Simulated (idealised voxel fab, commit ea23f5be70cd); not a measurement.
voxel capacitor over wiring: a process module
Shown is cross-section cut, with a width of 200 nm and square cells of size 5 nm.
Cross-section spec: square-cell grid; bands listed top down; each band is one or more rows. Per band: top height and bottom height in nm, followed by the left-to-right materials and their widths in nm; "all across" marks a single material spanning edge to edge, "air" marks empty space. Heights are expressed relative to 0, this being the level below which the as-received wafer comprises one material exclusively. The lowest band is unbounded in the downward direction and is denoted as in "0 nm and below". Per-row width for "30 to 40": begins at first number (top row of band), ends at second number (bottom row), increment between rows held constant. No cell of the cross-section changed in a step that is given as "remained the same". Entry "Trapped voids". Content: empty spaces with no open connection to the top, size 8 cells or greater. Each: width x height at distance. Distance: from left edge. Unit: nm. It should be noted that, on the line of a given step, the content following the step's settings is a remark produced by the simulator itself with respect to that step. The "overlay nm" setting may appear on a step's line; for a step that uses a mask, it gives how far to the right of its planned position the mask lay, and a negative value indicates the left.

The following list gives the planned process steps
- 1: RECEIVE | material Si
- 2: CONFORMAL_DEP | material SiO2 | thk nm 15
- 3: DIRECTIONAL_DEP | material TiN | thk nm 5
- 4: DIRECTIONAL_DEP | material Ru | thk nm 20
- 5: DIRECTIONAL_DEP | material aC | thk nm 10
- 6: PATTERN | tone cover | mask id METAL_1 | material resist | width nm 30 | pitch nm 100 | thk nm 25 | overlay nm 0
- 7: DIRECTIONAL_ETCH | etch materials aC | depth nm 10
- 8: STRIP | etch materials resist
- 9: DIRECTIONAL_ETCH | etch materials Ru | depth nm 20
- 10: DIRECTIONAL_ETCH | etch materials TiN | depth nm 5
- 11: STRIP | etch materials aC
- 12: FILL_DEP | material lowk | thk nm 10
- 13: CMP | height nm 40
- 14: CONFORMAL_DEP | material SiCN | thk nm 5
- 15: DIRECTIONAL_DEP | material lowk | thk nm 15
- 16: DIRECTIONAL_DEP | material aC | thk nm 15
- 17: PATTERN | tone open | mask id PLUG_1 | material resist | width nm 15 | thk nm 35 | overlay nm -15
- 18: DIRECTIONAL_ETCH | etch materials aC | depth nm 15
- 19: STRIP | etch materials resist
- 20: DIRECTIONAL_ETCH | etch materials lowk | depth nm 15
- 21: DIRECTIONAL_ETCH | etch materials SiCN | depth nm 5
- 22: STRIP | etch materials aC
- 23: EPI | material Ru | thk nm 10
- 24: EPI | material Ru | thk nm 10
- 25: DIRECTIONAL_DEP | material TiN | thk nm 10
- 26: DIRECTIONAL_DEP | material Al2O3 | thk nm 5
- 27: DIRECTIONAL_DEP | material TiN | thk nm 5
- 28: PATTERN | tone cover | mask id UPPER_PLATE | material resist | width nm 75 | thk nm 15 | overlay nm 0
- 29: DIRECTIONAL_ETCH | etch materials TiN | depth nm 5
- 30: DIRECTIONAL_ETCH | etch materials Al2O3 | depth nm 5
- 31: STRIP | etch materials resist
- 32: DIRECTIONAL_DEP | material aC | thk nm 10
- 33: PATTERN | tone cover | mask id LOWER_PLATE | material resist | width nm 85 | thk nm 25 | overlay nm 0
- 34: DIRECTIONAL_ETCH | etch materials aC | depth nm 10
- 35: STRIP | etch materials resist
- 36: DIRECTIONAL_ETCH | etch materials TiN | depth nm 10
- 37: STRIP | etch materials aC
- 38: FILL_DEP | material SiO2 | thk nm 15
- 39: CMP | height nm 90
- 40: DIRECTIONAL_DEP | material aC | thk nm 15
- 41: PATTERN | tone open | mask id PLUG_2 | material resist | width nm 15 | thk nm 30 | overlay nm 0
- 42: DIRECTIONAL_ETCH | etch materials aC | depth nm 15
- 43: STRIP | etch materials resist
- 44: DIRECTIONAL_ETCH | etch materials SiO2 | depth nm 10
- 45: STRIP | etch materials aC
- 46: CONFORMAL_DEP | material TiN | thk nm 5
- 47: FILL_DEP | material Ru | thk nm 10
- 48: CMP | height nm 90
- 49: CONFORMAL_DEP | material SiCN | thk nm 5
Among the wafers covered here, the point of difference is the overlay nm at step 17; their starting state is shared, and the plan presents the value of the first wafer.

The as-received cross-section of the first of several wafers corresponds to the state after step 1
  0 nm and below = Si all across
  Trapped voids: none

Quick key for the table: a row per wafer, taken at the end of the module. For each material it tells you how many cells the wafer gained (+) or lost (-) since it came in, and the closed voids come after
overlay nm -15 | +15 Al2O3 | +61 Ru | +77 SiCN | +290 SiO2 | +66 TiN | +251 lowk | Trapped voids: none
overlay nm -10 | +15 Al2O3 | +61 Ru | +77 SiCN | +290 SiO2 | +66 TiN | +251 lowk | Trapped voids: none
overlay nm -5 | +15 Al2O3 | +61 Ru | +77 SiCN | +290 SiO2 | +66 TiN | +251 lowk | Trapped voids: none
overlay nm 0 | +15 Al2O3 | +61 Ru | +77 SiCN | +290 SiO2 | +66 TiN | +251 lowk | Trapped voids: none
overlay nm 5 | +15 Al2O3 | +61 Ru | +77 SiCN | +290 SiO2 | +66 TiN | +251 lowk | Trapped voids: none
overlay nm 10 | +15 Al2O3 | +61 Ru | +77 SiCN | +290 SiO2 | +66 TiN | +251 lowk | Trapped voids: none
overlay nm 15 | +15 Al2O3 | +49 Ru | +77 SiCN | +302 SiO2 | +66 TiN | +251 lowk | Trapped voids: none
